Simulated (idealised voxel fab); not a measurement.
voxel self aligned contacts: a process module
Each square cell in cross-section cut measures 5 nm, and the section as a whole is 285 nm wide.
A cross-section is a grid of square cells, given in bands from the top down. A band is one or more rows of cells.
Each band's line starts with the height of the band's top and of its bottom, in nm. Then come its materials from left to right, each with its width in nm. One material with "full width" fills the band from edge to edge. "blank" is empty space.
Height reference: 0 = level under which incoming wafer is all one material. Lowest band: no bottom, runs on downward, e.g. "top 0, no bottom".
When a width is written as two numbers, as in "30->40", the first number is the width in the top row of cells of the band and the second is the width in its bottom row, and the width changes by the same amount from each row to the next.
"no alterations made" -> step changed no cross-section cell.
What "Closed void list" gives you is every empty space of 8 cells or more that is cut off from the top. Each appears as width x height at distance, with the distance taken from the left edge and width, height and distance all in nm.
Formally, on a step line, whatever follows the settings is a remark that the simulator itself makes on the step.
Each step line may optionally specify "overlay nm", which for a step with a mask gives the rightward distance between the mask's planned place and where it lay, a negative value indicating the leftward direction.
HERE'S WHAT THE PLANNED PROCESS STEPS LOOK LIKE
1,op RECEIVE | material Si
2,op OXIDIZE | depth nm 5
3,op DIRECTIONAL_DEP | material polySi | thk nm 20
4,op DIRECTIONAL_DEP | material SiN | thk nm 20
5,op PATTERN | tone cover | mask id GATE | material resist | width nm 30 | pitch nm 65 | thk nm 20 | overlay nm 0
6,op DIRECTIONAL_ETCH | etch materials SiN | depth nm 20
7,op DIRECTIONAL_ETCH | etch materials polySi | depth nm 20
8,op STRIP | etch materials resist
9,op CONFORMAL_DEP | material SiN | thk nm 10
10,op DIRECTIONAL_ETCH | etch materials SiN | depth nm 10
11,op FILL_DEP | material SiO2 | thk nm 15
12,op CMP | height nm 50
13,op MASKED_ETCH | tone open | mask id CONTACT | width nm 45 | etch materials SiO2 | depth nm 55 | overlay nm 0
14,op CONFORMAL_DEP | material TiN | thk nm 5
15,op FILL_DEP | material W | thk nm 10
16,op CMP | height nm 50
17,op CONFORMAL_DEP | material SiN | thk nm 5
CROSS-SECTION OF THE WAFER AS IT CAME TO US, I.E., ALREADY THROUGH STEP 1
	top 0, no bottom | Si full width
	Closed void list: none
FIRST WAFER OF TWO, SECTIONED AT END OF MODULE; RUN WENT PER PLAN
	top 55, bottom 50 | SiN full width
	top 50, bottom 40 | SiO2=120 / TiN=5->20 / W=35->5 / TiN=5->20 / SiO2=120
	top 40, bottom 20 | SiO2=85 / SiN=50 / TiN=5 / W=5 / TiN=5 / SiN=50 / SiO2=85
	top 20, bottom 0 | SiO2=85 / SiN=10 / polySi=30 / SiN=10 / TiN=5 / W=5 / TiN=5 / SiN=10 / polySi=30 / SiN=10 / SiO2=85
	top 0, bottom -5 | SiO2=135 / TiN=15 / SiO2=135
	top -5, no bottom | Si full width
	Closed void list: none
WAFER TWO (OF TWO), END-OF-MODULE CROSS-SECTION: START = WAFER ONE, PLAN = WAFER ONE, ONE RUN MISTAKE
	top 55, bottom 50 | SiN full width
	top 50, bottom 40 | SiO2=85 / SiN=50 / TiN=5 / W=5 / TiN=5 / SiN=50 / SiO2=85
	top 40, bottom 25 | SiO2=85 / SiN=10 / polySi=30 / SiN=10 / TiN=5 / W=5 / TiN=5 / SiN=10 / polySi=30 / SiN=10 / SiO2=85
	top 25, bottom 20 | SiO2=85 / SiN=10 / polySi=30 / SiN=10 / TiN=15 / SiN=10 / polySi=30 / SiN=10 / SiO2=85
	top 20, bottom 0 | polySi full width
	top 0, bottom -5 | SiO2 full width
	top -5, no bottom | Si full width
	Closed void list: none
Run error: step 3 from the plan got run twice
Wrapping up, a cell-based count of both wafers puts the second over or under the first for these materials: -40 SiN, -161 SiO2, -16 TiN, -11 W, +228 polySi
